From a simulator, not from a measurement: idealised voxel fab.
Process module under the name voxel self aligned contacts
The figure presents cross-section cut, which has a width of 145 nm and is divided into square cells with an edge length of 5 nm.
A cross-section in this document is a grid of square cells, and it is written down as bands, the top band listed before the ones below it; a band is made up of one or more rows of cells. It is stipulated that each band's entry specify, in nanometres, the height of the top of the band and then that of its bottom, followed by the materials of the band in left-to-right sequence, each together with its width in nanometres. A single material marked by the word "full width" is understood to fill the band from edge to edge; the word "blank" is understood to denote empty space. Counting heights begins at 0, where everything beneath is, in the wafer as received, one material. The lowest band has no bottom; it goes on downwards, as "0 and below" shows. The notation "30->40" denotes a width that varies across the rows of cells in the band, beginning at the first number in the top row, finishing at the second number in the bottom row, and changing by an identical amount from each row to the next. The designation "nothing got changed", where it is given for a processing step, indicates that no cell of the cross-section was altered in the course of that step. "Voids lacking openings" specifies each empty space that is not open to the top and that occupies no fewer than 8 cells, using the form width x height at distance, the distance measured from the left edge and all three quantities in nm. What comes after the settings on a step's line is commentary from the simulator itself on that step. A step's line can hold "overlay nm"; with a mask on that step, the setting says how far right of the planned place the mask lay, while a negative setting says it lay to the left.
BELOW IS THE LIST OF PLANNED PROCESS STEPS
1: RECEIVE | material Si
2: CONFORMAL_DEP | material SiO2 | thk nm 5
3: DIRECTIONAL_DEP | material polySi | thk nm 20
4: DIRECTIONAL_DEP | material SiN | thk nm 20
5: PATTERN | tone cover | mask id GATE | material resist | width nm 35 | pitch nm 70 | thk nm 15 | overlay nm 0
6: DIRECTIONAL_ETCH | etch materials SiN | depth nm 20
7: DIRECTIONAL_ETCH | etch materials polySi | depth nm 20
8: STRIP | etch materials resist
9: CONFORMAL_DEP | material SiN | thk nm 10
10: DIRECTIONAL_ETCH | etch materials SiN | depth nm 10
11: FILL_DEP | material SiO2 | thk nm 15
12: CMP | height nm 55
13: DIRECTIONAL_DEP | material aC | thk nm 15
14: PATTERN | tone open | mask id CONTACT | material resist | width nm 55 | thk nm 30 | overlay nm 0
15: DIRECTIONAL_ETCH | etch materials aC | depth nm 15
16: STRIP | etch materials resist
17: DIRECTIONAL_ETCH | etch materials SiO2 | depth nm 55
18: STRIP | etch materials aC
19: CONFORMAL_DEP | material TiN | thk nm 5
20: FILL_DEP | material W | thk nm 10
21: CMP | height nm 55
22: CONFORMAL_DEP | material SiN | thk nm 5
CONCERNING THE FIRST OF TWO WAFERS, WHICH WAS RUN IN ACCORDANCE WITH THE PLAN
WAFER AS RECEIVED: CROSS-SECTION FOLLOWING STEP 1
- 0 and below | Si full width
- Voids lacking openings: none
ONCE STEP 2 IS THROUGH, THE WAFER LOOKS LIKE THIS IN CROSS-SECTION
- 5 down to 0 | SiO2 full width
- At heights below 0, the structure remains unaltered.
ONCE STEP 3 IS THROUGH, THE WAFER LOOKS LIKE THIS IN CROSS-SECTION
- 25 down to 5 | polySi full width
- At heights below 5, the structure remains unaltered.
ONCE STEP 4 IS THROUGH, THE WAFER LOOKS LIKE THIS IN CROSS-SECTION
- 45 down to 25 | SiN full width
- At heights below 25, the structure remains unaltered.
ONCE STEP 5 IS THROUGH, THE WAFER LOOKS LIKE THIS IN CROSS-SECTION
- 60 down to 45 | 20 nm blank  35 nm resist  35 nm blank  35 nm resist  20 nm blank
- At heights below 45, the structure remains unaltered.
ONCE STEP 6 IS THROUGH, THE WAFER LOOKS LIKE THIS IN CROSS-SECTION
- 60 down to 45 | 20 nm blank  35 nm resist  35 nm blank  35 nm resist  20 nm blank
- 45 down to 25 | 20 nm blank  35 nm SiN  35 nm blank  35 nm SiN  20 nm blank
- At heights below 25, the structure remains unaltered.
ONCE STEP 7 IS THROUGH, THE WAFER LOOKS LIKE THIS IN CROSS-SECTION
- 60 down to 45 | 20 nm blank  35 nm resist  35 nm blank  35 nm resist  20 nm blank
- 45 down to 25 | 20 nm blank  35 nm SiN  35 nm blank  35 nm SiN  20 nm blank
- 25 down to 5 | 20 nm blank  35 nm polySi  35 nm blank  35 nm polySi  20 nm blank
- At heights below 5, the structure remains unaltered.
ONCE STEP 8 IS THROUGH, THE WAFER LOOKS LIKE THIS IN CROSS-SECTION
- 45 down to 25 | 20 nm blank  35 nm SiN  35 nm blank  35 nm SiN  20 nm blank
- At heights below 25, the structure remains unaltered.
ONCE STEP 9 IS THROUGH, THE WAFER LOOKS LIKE THIS IN CROSS-SECTION
- 55 down to 25 | 10 nm blank  55 nm SiN  15 nm blank  55 nm SiN  10 nm blank
- 25 down to 15 | 10 nm blank  10 nm SiN  35 nm polySi  10 nm SiN  15 nm blank  10 nm SiN  35 nm polySi  10 nm SiN  10 nm blank
- 15 down to 5 | 20 nm SiN  35 nm polySi  35 nm SiN  35 nm polySi  20 nm SiN
- At heights below 5, the structure remains unaltered.
ONCE STEP 10 IS THROUGH, THE WAFER LOOKS LIKE THIS IN CROSS-SECTION
- 45 down to 25 | 10 nm blank  55 nm SiN  15 nm blank  55 nm SiN  10 nm blank
- 25 down to 5 | 10 nm blank  10 nm SiN  35 nm polySi  10 nm SiN  15 nm blank  10 nm SiN  35 nm polySi  10 nm SiN  10 nm blank
- At heights below 5, the structure remains unaltered.
ONCE STEP 11 IS THROUGH, THE WAFER LOOKS LIKE THIS IN CROSS-SECTION
- 60 down to 45 | SiO2 full width
- 45 down to 25 | 10 nm SiO2  55 nm SiN  15 nm SiO2  55 nm SiN  10 nm SiO2
- 25 down to 5 | 10 nm SiO2  10 nm SiN  35 nm polySi  10 nm SiN  15 nm SiO2  10 nm SiN  35 nm polySi  10 nm SiN  10 nm SiO2
- At heights below 5, the structure remains unaltered.
ONCE STEP 12 IS THROUGH, THE WAFER LOOKS LIKE THIS IN CROSS-SECTION
- 55 down to 45 | SiO2 full width
- At heights below 45, the structure remains unaltered.
ONCE STEP 13 IS THROUGH, THE WAFER LOOKS LIKE THIS IN CROSS-SECTION
- 70 down to 55 | aC full width
- At heights below 55, the structure remains unaltered.
ONCE STEP 14 IS THROUGH, THE WAFER LOOKS LIKE THIS IN CROSS-SECTION
- 100 down to 70 | 45 nm resist  55 nm blank  45 nm resist
- At heights below 70, the structure remains unaltered.
ONCE STEP 15 IS THROUGH, THE WAFER LOOKS LIKE THIS IN CROSS-SECTION
- 85 down to 70 | 45 nm resist  55 nm blank  45 nm resist
- 70 down to 55 | 45 nm aC  55 nm blank  45 nm aC
- At heights below 55, the structure remains unaltered.
ONCE STEP 16 IS THROUGH, THE WAFER LOOKS LIKE THIS IN CROSS-SECTION
- 70 down to 55 | 45 nm aC  55 nm blank  45 nm aC
- At heights below 55, the structure remains unaltered.
ONCE STEP 17 IS THROUGH, THE WAFER LOOKS LIKE THIS IN CROSS-SECTION
- 70 down to 55 | 45 nm aC  55 nm blank  45 nm aC
- 55 down to 45 | 45 nm SiO2  55 nm blank  45 nm SiO2
- 45 down to 25 | 10 nm SiO2  55 nm SiN  15 nm blank  55 nm SiN  10 nm SiO2
- 25 down to 5 | 10 nm SiO2  10 nm SiN  35 nm polySi  10 nm SiN  15 nm blank  10 nm SiN  35 nm polySi  10 nm SiN  10 nm SiO2
- 5 down to 0 | 65 nm SiO2  15 nm blank  65 nm SiO2
- At heights below 0, the structure remains unaltered.
ONCE STEP 18 IS THROUGH, THE WAFER LOOKS LIKE THIS IN CROSS-SECTION
- 55 down to 45 | 45 nm SiO2  55 nm blank  45 nm SiO2
- At heights below 45, the structure remains unaltered.
ONCE STEP 19 IS THROUGH, THE WAFER LOOKS LIKE THIS IN CROSS-SECTION
- 60 down to 55 | 50 nm TiN  45 nm blank  50 nm TiN
- 55 down to 45 | 45 nm SiO2  5->25 nm TiN  45->5 nm blank  5->25 nm TiN  45 nm SiO2
- 45 down to 25 | 10 nm SiO2  55 nm SiN  5 nm TiN  5 nm blank  5 nm TiN  55 nm SiN  10 nm SiO2
- 25 down to 5 | 10 nm SiO2  10 nm SiN  35 nm polySi  10 nm SiN  5 nm TiN  5 nm blank  5 nm TiN  10 nm SiN  35 nm polySi  10 nm SiN  10 nm SiO2
- 5 down to 0 | 65 nm SiO2  15 nm TiN  65 nm SiO2
- At heights below 0, the structure remains unaltered.
ONCE STEP 20 IS THROUGH, THE WAFER LOOKS LIKE THIS IN CROSS-SECTION
- 70 down to 60 | W full width
- 60 down to 55 | 50 nm TiN  45 nm W  50 nm TiN
- 55 down to 45 | 45 nm SiO2  5->25 nm TiN  45->5 nm W  5->25 nm TiN  45 nm SiO2
- 45 down to 25 | 10 nm SiO2  55 nm SiN  5 nm TiN  5 nm W  5 nm TiN  55 nm SiN  10 nm SiO2
- 25 down to 5 | 10 nm SiO2  10 nm SiN  35 nm polySi  10 nm SiN  5 nm TiN  5 nm W  5 nm TiN  10 nm SiN  35 nm polySi  10 nm SiN  10 nm SiO2
- At heights below 5, the structure remains unaltered.
ONCE STEP 21 IS THROUGH, THE WAFER LOOKS LIKE THIS IN CROSS-SECTION
- 55 down to 45 | 45 nm SiO2  5->25 nm TiN  45->5 nm W  5->25 nm TiN  45 nm SiO2
- At heights below 45, the structure remains unaltered.
ONCE STEP 22 IS THROUGH, THE WAFER LOOKS LIKE THIS IN CROSS-SECTION
- 60 down to 55 | SiN full width
- At heights below 55, the structure remains unaltered.
NOTES, SECOND WAFER: START = FIRST WAFER'S, PLAN = FIRST WAFER'S, EXECUTION HAD ONE MISTAKE; HISTORY IDENTICAL TO FIRST THROUGH STEP 20
Second wafer, sectioned view, at step 21's planned end time: nothing got changed
SECOND WAFER, SECTIONED VIEW, AT STEP 22'S PLANNED END TIME
- 75 down to 70 | SiN full width
- At heights below 70, the structure remains unaltered.
Which mistake was made when the wafer was run? step 21 of the plan: omitted, not performed
Final comparison by cell count, materials where the second wafer has more or fewer than the first: TiN: 20 more | W: 67 more
